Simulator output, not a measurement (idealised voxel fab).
Title: Process Module voxel gate over fins
Displayed cross-section: cut, width of 255 nm, square cells sized 5 nm.
If you're reading a cross-section in this doc, picture square cells in a grid; it comes to you as bands, top ones listed first down to the bottom, and a band can be one or more rows of cells. Within each band entry, the heights of the top and of the bottom of the band appear first, in that order and in nm; the materials of the band then follow from left to right, each with its corresponding width in nm. The designation "everywhere" on a single material indicates that it fills the band from edge to edge; the designation "empty" indicates empty space. Heights are reckoned from 0. Under this level, the received wafer is all of one material. The bottommost band is open-ended downward, for example "top 0, no bottom". Width spec "30->40" -> top row of cells at first value, bottom row at second value, equal per-row change in between. "no alterations made", as given for a step, is the statement that not any cell of the cross-section underwent a change during that step. "Trapped void list" means: voids of 8 cells or more that are shut off from the top with no open way through. Written width x height at distance, distance from the left edge, in nm. Formally, on a step line, whatever follows the settings is a remark that the simulator itself makes on the step. overlay nm: mask offset rightward from planned place, masked step; negative means leftward offset.

## The process steps that were planned are listed below
step 1: RECEIVE [material Si]
step 2: CONFORMAL_DEP [material SiN] [thk nm 10]
step 3: MASKED_ETCH [tone cover] [mask id FINS] [width nm 15] [pitch nm 55] [etch materials SiN] [depth nm 10] [overlay nm 0]
step 4: MASKED_ETCH [tone cover] [mask id FINS] [width nm 15] [pitch nm 55] [etch materials Si] [depth nm 40] [overlay nm 0]
step 5: OXIDIZE [depth nm 5]
step 6: FILL_DEP [material SiO2] [thk nm 10]
step 7: CMP [height nm 10]
step 8: DIRECTIONAL_DEP [material aC] [thk nm 10]
step 9: PATTERN [tone open] [mask id RAIL] [material resist] [width nm 15] [thk nm 30] [overlay nm 0]
step 10: DIRECTIONAL_ETCH [etch materials aC] [depth nm 10]
step 11: STRIP [etch materials resist]
step 12: DIRECTIONAL_ETCH [etch materials SiO2] [depth nm 45]
step 13: STRIP [etch materials aC]
step 14: CONFORMAL_DEP [material TiN] [thk nm 5]
step 15: FILL_DEP [material W] [thk nm 10]
step 16: CMP [height nm 10]
step 17: SELECTIVE_ETCH [etch materials W Ru TiN] [depth nm 35]
step 18: FILL_DEP [material SiO2] [thk nm 5]
step 19: CMP [height nm 10]
step 20: SELECTIVE_ETCH [etch materials SiO2] [depth nm 25]
step 21: STRIP [etch materials SiN]
step 22: CONFORMAL_DEP [material HfO2] [thk nm 5]
step 23: CONFORMAL_DEP [material TiN] [thk nm 5]
step 24: FILL_DEP [material W] [thk nm 15]
step 25: CMP [height nm 20]
step 26: CONFORMAL_DEP [material SiCN] [thk nm 10]

## Account of the first of two wafers, which was processed as intended

## Wafer at receipt (post step 1), cross-section
* top 0, no bottom | Si everywhere
* Trapped void list: none

## The wafer, seen in cross-section, after step 2
* top 10, bottom 0 | SiN everywhere
* Note: structure below 0 unchanged.

## The wafer, seen in cross-section, after step 3
* top 10, bottom 0 | empty (35), SiN (15), empty (40), SiN (15), empty (40), SiN (15), empty (40), SiN (15), empty (40)
* Note: structure below 0 unchanged.

## The wafer, seen in cross-section, after step 4
* top 10, bottom 0 | empty (35), SiN (15), empty (40), SiN (15), empty (40), SiN (15), empty (40), SiN (15), empty (40)
* top 0, bottom -40 | empty (35), Si (15), empty (40), Si (15), empty (40), Si (15), empty (40), Si (15), empty (40)
* Note: structure below -40 unchanged.

## The wafer, seen in cross-section, after step 5
* top 10, bottom 0 | empty (35), SiN (15), empty (40), SiN (15), empty (40), SiN (15), empty (40), SiN (15), empty (40)
* top 0, bottom -40 | empty (35), SiO2 (5), Si (5), SiO2 (5), empty (40), SiO2 (5), Si (5), SiO2 (5), empty (40), SiO2 (5), Si (5), SiO2 (5), empty (40), SiO2 (5), Si (5), SiO2 (5), empty (40)
* top -40, bottom -45 | SiO2 (40), Si (5), SiO2 (50), Si (5), SiO2 (50), Si (5), SiO2 (50), Si (5), SiO2 (45)
* Note: structure below -45 unchanged.

## The wafer, seen in cross-section, after step 6
* top 20, bottom 10 | SiO2 everywhere
* top 10, bottom 0 | SiO2 (35), SiN (15), SiO2 (40), SiN (15), SiO2 (40), SiN (15), SiO2 (40), SiN (15), SiO2 (40)
* top 0, bottom -45 | SiO2 (40), Si (5), SiO2 (50), Si (5), SiO2 (50), Si (5), SiO2 (50), Si (5), SiO2 (45)
* Note: structure below -45 unchanged.

## The wafer, seen in cross-section, after step 7
* top 10, bottom 0 | SiO2 (35), SiN (15), SiO2 (40), SiN (15), SiO2 (40), SiN (15), SiO2 (40), SiN (15), SiO2 (40)
* Note: structure below 0 unchanged.

## The wafer, seen in cross-section, after step 8
* top 20, bottom 10 | aC everywhere
* Note: structure below 10 unchanged.

## The wafer, seen in cross-section, after step 9
* top 50, bottom 20 | resist (60), empty (15), resist (180)
* Note: structure below 20 unchanged.

## The wafer, seen in cross-section, after step 10
* top 40, bottom 20 | resist (60), empty (15), resist (180)
* top 20, bottom 10 | aC (60), empty (15), aC (180)
* Note: structure below 10 unchanged.

## The wafer, seen in cross-section, after step 11
* top 20, bottom 10 | aC (60), empty (15), aC (180)
* Note: structure below 10 unchanged.

## The wafer, seen in cross-section, after step 12
* top 20, bottom 10 | aC (60), empty (15), aC (180)
* top 10, bottom 0 | SiO2 (35), SiN (15), SiO2 (10), empty (15), SiO2 (15), SiN (15), SiO2 (40), SiN (15), SiO2 (40), SiN (15), SiO2 (40)
* top 0, bottom -35 | SiO2 (40), Si (5), SiO2 (15), empty (15), SiO2 (20), Si (5), SiO2 (50), Si (5), SiO2 (50), Si (5), SiO2 (45)
* Note: structure below -35 unchanged.

## The wafer, seen in cross-section, after step 13
* top 10, bottom 0 | SiO2 (35), SiN (15), SiO2 (10), empty (15), SiO2 (15), SiN (15), SiO2 (40), SiN (15), SiO2 (40), SiN (15), SiO2 (40)
* Note: structure below 0 unchanged.

## The wafer, seen in cross-section, after step 14
* top 15, bottom 10 | TiN (65), empty (5), TiN (185)
* top 10, bottom 0 | SiO2 (35), SiN (15), SiO2 (10), TiN (5), empty (5), TiN (5), SiO2 (15), SiN (15), SiO2 (40), SiN (15), SiO2 (40), SiN (15), SiO2 (40)
* top 0, bottom -30 | SiO2 (40), Si (5), SiO2 (15), TiN (5), empty (5), TiN (5), SiO2 (20), Si (5), SiO2 (50), Si (5), SiO2 (50), Si (5), SiO2 (45)
* top -30, bottom -35 | SiO2 (40), Si (5), SiO2 (15), TiN (15), SiO2 (20), Si (5), SiO2 (50), Si (5), SiO2 (50), Si (5), SiO2 (45)
* Note: structure below -35 unchanged.

## The wafer, seen in cross-section, after step 15
* top 25, bottom 15 | W everywhere
* top 15, bottom 10 | TiN (65), W (5), TiN (185)
* top 10, bottom 0 | SiO2 (35), SiN (15), SiO2 (10), TiN (5), W (5), TiN (5), SiO2 (15), SiN (15), SiO2 (40), SiN (15), SiO2 (40), SiN (15), SiO2 (40)
* top 0, bottom -30 | SiO2 (40), Si (5), SiO2 (15), TiN (5), W (5), TiN (5), SiO2 (20), Si (5), SiO2 (50), Si (5), SiO2 (50), Si (5), SiO2 (45)
* Note: structure below -30 unchanged.

## The wafer, seen in cross-section, after step 16
* top 10, bottom 0 | SiO2 (35), SiN (15), SiO2 (10), TiN (5), W (5), TiN (5), SiO2 (15), SiN (15), SiO2 (40), SiN (15), SiO2 (40), SiN (15), SiO2 (40)
* Note: structure below 0 unchanged.

## The wafer, seen in cross-section, after step 17
* top 10, bottom 0 | SiO2 (35), SiN (15), SiO2 (10), empty (15), SiO2 (15), SiN (15), SiO2 (40), SiN (15), SiO2 (40), SiN (15), SiO2 (40)
* top 0, bottom -25 | SiO2 (40), Si (5), SiO2 (15), empty (15), SiO2 (20), Si (5), SiO2 (50), Si (5), SiO2 (50), Si (5), SiO2 (45)
* Note: structure below -25 unchanged.

## The wafer, seen in cross-section, after step 18
* top 15, bottom 10 | SiO2 everywhere
* top 10, bottom 0 | SiO2 (35), SiN (15), SiO2 (40), SiN (15), SiO2 (40), SiN (15), SiO2 (40), SiN (15), SiO2 (40)
* top 0, bottom -25 | SiO2 (40), Si (5), SiO2 (50), Si (5), SiO2 (50), Si (5), SiO2 (50), Si (5), SiO2 (45)
* Note: structure below -25 unchanged.

## The wafer, seen in cross-section, after step 19
* top 10, bottom 0 | SiO2 (35), SiN (15), SiO2 (40), SiN (15), SiO2 (40), SiN (15), SiO2 (40), SiN (15), SiO2 (40)
* Note: structure below 0 unchanged.

## The wafer, seen in cross-section, after step 20
* top 10, bottom 0 | empty (35), SiN (15), empty (40), SiN (15), empty (40), SiN (15), empty (40), SiN (15), empty (40)
* top 0, bottom -15 | empty (40), Si (5), empty (50), Si (5), empty (50), Si (5), empty (50), Si (5), empty (45)
* Note: structure below -15 unchanged.

## The wafer, seen in cross-section, after step 21
* top 0, bottom -15 | empty (40), Si (5), empty (50), Si (5), empty (50), Si (5), empty (50), Si (5), empty (45)
* Note: structure below -15 unchanged.

## The wafer, seen in cross-section, after step 22
* top 5, bottom 0 | empty (35), HfO2 (15), empty (40), HfO2 (15), empty (40), HfO2 (15), empty (40), HfO2 (15), empty (40)
* top 0, bottom -10 | empty (35), HfO2 (5), Si (5), HfO2 (5), empty (40), HfO2 (5), Si (5), HfO2 (5), empty (40), HfO2 (5), Si (5), HfO2 (5), empty (40), HfO2 (5), Si (5), HfO2 (5), empty (40)
* top -10, bottom -15 | HfO2 (40), Si (5), HfO2 (50), Si (5), HfO2 (50), Si (5), HfO2 (50), Si (5), HfO2 (45)
* Note: structure below -15 unchanged.

## The wafer, seen in cross-section, after step 23
* top 10, bottom 5 | empty (30), TiN (25), empty (30), TiN (25), empty (30), TiN (25), empty (30), TiN (25), empty (35)
* top 5, bottom 0 | empty (30), TiN (5), HfO2 (15), TiN (5), empty (30), TiN (5), HfO2 (15), TiN (5), empty (30), TiN (5), HfO2 (15), TiN (5), empty (30), TiN (5), HfO2 (15), TiN (5), empty (35)
* top 0, bottom -5 | empty (30), TiN (5), HfO2 (5), Si (5), HfO2 (5), TiN (5), empty (30), TiN (5), HfO2 (5), Si (5), HfO2 (5), TiN (5), empty (30), TiN (5), HfO2 (5), Si (5), HfO2 (5), TiN (5), empty (30), TiN (5), HfO2 (5), Si (5), HfO2 (5), TiN (5), empty (35)
* top -5, bottom -10 | TiN (35), HfO2 (5), Si (5), HfO2 (5), TiN (40), HfO2 (5), Si (5), HfO2 (5), TiN (40), HfO2 (5), Si (5), HfO2 (5), TiN (40), HfO2 (5), Si (5), HfO2 (5), TiN (40)
* Note: structure below -10 unchanged.

## The wafer, seen in cross-section, after step 24
* top 25, bottom 10 | W everywhere
* top 10, bottom 5 | W (30), TiN (25), W (30), TiN (25), W (30), TiN (25), W (30), TiN (25), W (35)
* top 5, bottom 0 | W (30), TiN (5), HfO2 (15), TiN (5), W (30), TiN (5), HfO2 (15), TiN (5), W (30), TiN (5), HfO2 (15), TiN (5), W (30), TiN (5), HfO2 (15), TiN (5), W (35)
* top 0, bottom -5 | W (30), TiN (5), HfO2 (5), Si (5), HfO2 (5), TiN (5), W (30), TiN (5), HfO2 (5), Si (5), HfO2 (5), TiN (5), W (30), TiN (5), HfO2 (5), Si (5), HfO2 (5), TiN (5), W (30), TiN (5), HfO2 (5), Si (5), HfO2 (5), TiN (5), W (35)
* Note: structure below -5 unchanged.

## The wafer, seen in cross-section, after step 25
* top 20, bottom 10 | W everywhere
* Note: structure below 10 unchanged.

## The wafer, seen in cross-section, after step 26
* top 30, bottom 20 | SiCN everywhere
* Note: structure below 20 unchanged.

## Okay, second wafer. Nothing different at the start, nothing different in the plan, just one mistake somewhere in the running. As far as step 3, counting that step, it's the first wafer all over again

## Second wafer, cross-section, planned end of step 4
* top 10, bottom 0 | empty (35), SiN (15), empty (40), SiN (15), empty (40), SiN (15), empty (40), SiN (15), empty (40)
* top 0, bottom -40 | empty (25), Si (25), empty (30), Si (25), empty (30), Si (25), empty (30), Si (25), empty (40)
* Note: structure below -40 unchanged.

## Second wafer, cross-section, planned end of step 5
* top 10, bottom 0 | empty (35), SiN (15), empty (40), SiN (15), empty (40), SiN (15), empty (40), SiN (15), empty (40)
* top 0, bottom -5 | empty (25), SiO2 (15), Si (5), SiO2 (5), empty (30), SiO2 (15), Si (5), SiO2 (5), empty (30), SiO2 (15), Si (5), SiO2 (5), empty (30), SiO2 (15), Si (5), SiO2 (5), empty (40)
* top -5, bottom -40 | empty (25), SiO2 (5), Si (15), SiO2 (5), empty (30), SiO2 (5), Si (15), SiO2 (5), empty (30), SiO2 (5), Si (15), SiO2 (5), empty (30), SiO2 (5), Si (15), SiO2 (5), empty (40)
* top -40, bottom -45 | SiO2 (30), Si (15), SiO2 (40), Si (15), SiO2 (40), Si (15), SiO2 (40), Si (15), SiO2 (45)
* Note: structure below -45 unchanged.

## Second wafer, cross-section, planned end of step 6
* top 20, bottom 10 | SiO2 everywhere
* top 10, bottom 0 | SiO2 (35), SiN (15), SiO2 (40), SiN (15), SiO2 (40), SiN (15), SiO2 (40), SiN (15), SiO2 (40)
* top 0, bottom -5 | SiO2 (40), Si (5), SiO2 (50), Si (5), SiO2 (50), Si (5), SiO2 (50), Si (5), SiO2 (45)
* top -5, bottom -45 | SiO2 (30), Si (15), SiO2 (40), Si (15), SiO2 (40), Si (15), SiO2 (40), Si (15), SiO2 (45)
* Note: structure below -45 unchanged.

## Second wafer, cross-section, planned end of step 7
* top 10, bottom 0 | SiO2 (35), SiN (15), SiO2 (40), SiN (15), SiO2 (40), SiN (15), SiO2 (40), SiN (15), SiO2 (40)
* Note: structure below 0 unchanged.

## Second wafer, cross-section, planned end of step 8
* top 20, bottom 10 | aC everywhere
* Note: structure below 10 unchanged.

## Second wafer, cross-section, planned end of step 9
* top 50, bottom 20 | resist (60), empty (15), resist (180)
* Note: structure below 20 unchanged.

## Second wafer, cross-section, planned end of step 10
* top 40, bottom 20 | resist (60), empty (15), resist (180)
* top 20, bottom 10 | aC (60), empty (15), aC (180)
* Note: structure below 10 unchanged.

## Second wafer, cross-section, planned end of step 11
* top 20, bottom 10 | aC (60), empty (15), aC (180)
* Note: structure below 10 unchanged.

## Second wafer, cross-section, planned end of step 12
* top 20, bottom 10 | aC (60), empty (15), aC (180)
* top 10, bottom 0 | SiO2 (35), SiN (15), SiO2 (10), empty (15), SiO2 (15), SiN (15), SiO2 (40), SiN (15), SiO2 (40), SiN (15), SiO2 (40)
* top 0, bottom -5 | SiO2 (40), Si (5), SiO2 (15), empty (15), SiO2 (20), Si (5), SiO2 (50), Si (5), SiO2 (50), Si (5), SiO2 (45)
* top -5, bottom -35 | SiO2 (30), Si (15), SiO2 (15), empty (15), SiO2 (10), Si (15), SiO2 (40), Si (15), SiO2 (40), Si (15), SiO2 (45)
* Note: structure below -35 unchanged.

## Second wafer, cross-section, planned end of step 13
* top 10, bottom 0 | SiO2 (35), SiN (15), SiO2 (10), empty (15), SiO2 (15), SiN (15), SiO2 (40), SiN (15), SiO2 (40), SiN (15), SiO2 (40)
* Note: structure below 0 unchanged.

## Second wafer, cross-section, planned end of step 14
* top 15, bottom 10 | TiN (65), empty (5), TiN (185)
* top 10, bottom 0 | SiO2 (35), SiN (15), SiO2 (10), TiN (5), empty (5), TiN (5), SiO2 (15), SiN (15), SiO2 (40), SiN (15), SiO2 (40), SiN (15), SiO2 (40)
* top 0, bottom -5 | SiO2 (40), Si (5), SiO2 (15), TiN (5), empty (5), TiN (5), SiO2 (20), Si (5), SiO2 (50), Si (5), SiO2 (50), Si (5), SiO2 (45)
* top -5, bottom -30 | SiO2 (30), Si (15), SiO2 (15), TiN (5), empty (5), TiN (5), SiO2 (10), Si (15), SiO2 (40), Si (15), SiO2 (40), Si (15), SiO2 (45)
* top -30, bottom -35 | SiO2 (30), Si (15), SiO2 (15), TiN (15), SiO2 (10), Si (15), SiO2 (40), Si (15), SiO2 (40), Si (15), SiO2 (45)
* Note: structure below -35 unchanged.

## Second wafer, cross-section, planned end of step 15
* top 25, bottom 15 | W everywhere
* top 15, bottom 10 | TiN (65), W (5), TiN (185)
* top 10, bottom 0 | SiO2 (35), SiN (15), SiO2 (10), TiN (5), W (5), TiN (5), SiO2 (15), SiN (15), SiO2 (40), SiN (15), SiO2 (40), SiN (15), SiO2 (40)
* top 0, bottom -5 | SiO2 (40), Si (5), SiO2 (15), TiN (5), W (5), TiN (5), SiO2 (20), Si (5), SiO2 (50), Si (5), SiO2 (50), Si (5), SiO2 (45)
* top -5, bottom -30 | SiO2 (30), Si (15), SiO2 (15), TiN (5), W (5), TiN (5), SiO2 (10), Si (15), SiO2 (40), Si (15), SiO2 (40), Si (15), SiO2 (45)
* Note: structure below -30 unchanged.

## Second wafer, cross-section, planned end of step 16
* top 10, bottom 0 | SiO2 (35), SiN (15), SiO2 (10), TiN (5), W (5), TiN (5), SiO2 (15), SiN (15), SiO2 (40), SiN (15), SiO2 (40), SiN (15), SiO2 (40)
* Note: structure below 0 unchanged.

## Second wafer, cross-section, planned end of step 17
* top 10, bottom 0 | SiO2 (35), SiN (15), SiO2 (10), empty (15), SiO2 (15), SiN (15), SiO2 (40), SiN (15), SiO2 (40), SiN (15), SiO2 (40)
* top 0, bottom -5 | SiO2 (40), Si (5), SiO2 (15), empty (15), SiO2 (20), Si (5), SiO2 (50), Si (5), SiO2 (50), Si (5), SiO2 (45)
* top -5, bottom -25 | SiO2 (30), Si (15), SiO2 (15), empty (15), SiO2 (10), Si (15), SiO2 (40), Si (15), SiO2 (40), Si (15), SiO2 (45)
* Note: structure below -25 unchanged.

## Second wafer, cross-section, planned end of step 18
* top 15, bottom 10 | SiO2 everywhere
* top 10, bottom 0 | SiO2 (35), SiN (15), SiO2 (40), SiN (15), SiO2 (40), SiN (15), SiO2 (40), SiN (15), SiO2 (40)
* top 0, bottom -5 | SiO2 (40), Si (5), SiO2 (50), Si (5), SiO2 (50), Si (5), SiO2 (50), Si (5), SiO2 (45)
* top -5, bottom -25 | SiO2 (30), Si (15), SiO2 (40), Si (15), SiO2 (40), Si (15), SiO2 (40), Si (15), SiO2 (45)
* Note: structure below -25 unchanged.

## Second wafer, cross-section, planned end of step 19
* top 10, bottom 0 | SiO2 (35), SiN (15), SiO2 (40), SiN (15), SiO2 (40), SiN (15), SiO2 (40), SiN (15), SiO2 (40)
* Note: structure below 0 unchanged.

## Second wafer, cross-section, planned end of step 20
* top 10, bottom 0 | empty (35), SiN (15), empty (40), SiN (15), empty (40), SiN (15), empty (40), SiN (15), empty (40)
* top 0, bottom -5 | empty (40), Si (5), empty (50), Si (5), empty (50), Si (5), empty (50), Si (5), empty (45)
* top -5, bottom -15 | empty (30), Si (15), empty (40), Si (15), empty (40), Si (15), empty (40), Si (15), empty (45)
* Note: structure below -15 unchanged.

## Second wafer, cross-section, planned end of step 21
* top 0, bottom -5 | empty (40), Si (5), empty (50), Si (5), empty (50), Si (5), empty (50), Si (5), empty (45)
* Note: structure below -5 unchanged.

## Second wafer, cross-section, planned end of step 22
* top 5, bottom 0 | empty (35), HfO2 (15), empty (40), HfO2 (15), empty (40), HfO2 (15), empty (40), HfO2 (15), empty (40)
* top 0, bottom -10 | empty (25), HfO2 (15->5), Si (5->15), HfO2 (5), empty (30), HfO2 (15->5), Si (5->15), HfO2 (5), empty (30), HfO2 (15->5), Si (5->15), HfO2 (5), empty (30), HfO2 (15->5), Si (5->15), HfO2 (5), empty (40)
* top -10, bottom -15 | HfO2 (30), Si (15), HfO2 (40), Si (15), HfO2 (40), Si (15), HfO2 (40), Si (15), HfO2 (45)
* Note: structure below -15 unchanged.

## Second wafer, cross-section, planned end of step 23
* top 10, bottom 5 | empty (30), TiN (25), empty (30), TiN (25), empty (30), TiN (25), empty (30), TiN (25), empty (35)
* top 5, bottom 0 | empty (20), TiN (15), HfO2 (15), TiN (5), empty (20), TiN (15), HfO2 (15), TiN (5), empty (20), TiN (15), HfO2 (15), TiN (5), empty (20), TiN (15), HfO2 (15), TiN (5), empty (35)
* top 0, bottom -5 | empty (20), TiN (5), HfO2 (15), Si (5), HfO2 (5), TiN (5), empty (20), TiN (5), HfO2 (15), Si (5), HfO2 (5), TiN (5), empty (20), TiN (5), HfO2 (15), Si (5), HfO2 (5), TiN (5), empty (20), TiN (5), HfO2 (15), Si (5), HfO2 (5), TiN (5), empty (35)
* top -5, bottom -10 | TiN (25), HfO2 (5), Si (15), HfO2 (5), TiN (30), HfO2 (5), Si (15), HfO2 (5), TiN (30), HfO2 (5), Si (15), HfO2 (5), TiN (30), HfO2 (5), Si (15), HfO2 (5), TiN (40)
* Note: structure below -10 unchanged.

## Second wafer, cross-section, planned end of step 24
* top 25, bottom 10 | W everywhere
* top 10, bottom 5 | W (30), TiN (25), W (30), TiN (25), W (30), TiN (25), W (30), TiN (25), W (35)
* top 5, bottom 0 | W (20), TiN (15), HfO2 (15), TiN (5), W (20), TiN (15), HfO2 (15), TiN (5), W (20), TiN (15), HfO2 (15), TiN (5), W (20), TiN (15), HfO2 (15), TiN (5), W (35)
* top 0, bottom -5 | W (20), TiN (5), HfO2 (15), Si (5), HfO2 (5), TiN (5), W (20), TiN (5), HfO2 (15), Si (5), HfO2 (5), TiN (5), W (20), TiN (5), HfO2 (15), Si (5), HfO2 (5), TiN (5), W (20), TiN (5), HfO2 (15), Si (5), HfO2 (5), TiN (5), W (35)
* Note: structure below -5 unchanged.

## Second wafer, cross-section, planned end of step 25
* top 20, bottom 10 | W everywhere
* Note: structure below 10 unchanged.

## Second wafer, cross-section, planned end of step 26
* top 30, bottom 20 | SiCN everywhere
* Note: structure below 20 unchanged.
Processing error: step 4 did not happen as planned, as run it was MASKED_ETCH [tone cover] [mask id FINS] [width nm 15] [pitch nm 55] [etch materials Si] [depth nm 40] [overlay nm -10]
Upon completion, the second wafer contains, in terms of cells, a greater or smaller amount of certain materials than the first wafer: 64 more of Si, 48 fewer of SiO2, 16 fewer of W
